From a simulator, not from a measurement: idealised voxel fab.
process module | voxel local oxidation
cross-section cut | 235 nm wide | cells 5 nm
A cross-section is a grid of square cells, given in bands from the top down. A band is one or more rows of cells.
Each band's line starts with the height of the band's top and of its bottom, in nm. Then come its materials from left to right, each with its width in nm. One material with "throughout" fills the band from edge to edge. "air" is empty space.
Height 0 is the level under which the wafer as received is all one material. The lowest band goes on downwards, as in "0 down".
A width such as "30 to 40" changes by the same amount from each row of cells to the next, from the band's top row to its bottom row.
"no change" after a step means that no cell of the cross-section changed.
closed voids: empty space of 8 cells or more with no open way to the top, each as width x height at its distance from the left edge, in nm
after a step's settings: what the simulator itself notes on the step
overlay nm, on a step with a mask: how far to the right of its planned place the mask lay; to the left if negative
plan
1 op RECEIVE | material Si
2 op OXIDIZE | depth nm 5
3 op CONFORMAL_DEP | material SiN | thk nm 15
4 op PATTERN | tone cover | mask id ACTIVE | material resist | width nm 130 | thk nm 20 | overlay nm 0
5 op DIRECTIONAL_ETCH | etch materials SiN | depth nm 15
6 op STRIP | etch materials resist
7 op SELECTIVE_ETCH | etch materials SiO2 | depth nm 5
8 op OXIDIZE | depth nm 5
9 op STRIP | etch materials SiN
varied across the wafers: depth nm of step 8. The plan shows the first wafer's value. All wafers start alike
first wafer as received, after step 1
  0 down: Si throughout
  closed voids: none
each wafer at the end: cells of each material gained (+) or lost (-) since it was received, then its closed voids
depth nm 5 | -72 Si | +49 SiO2 | closed voids: none
depth nm 10 | -101 Si | +78 SiO2 | closed voids: none
depth nm 15 | -134 Si | +111 SiO2 | closed voids: none
depth nm 20 | -171 Si | +148 SiO2 | closed voids: none
depth nm 25 | -212 Si | +189 SiO2 | closed voids: none
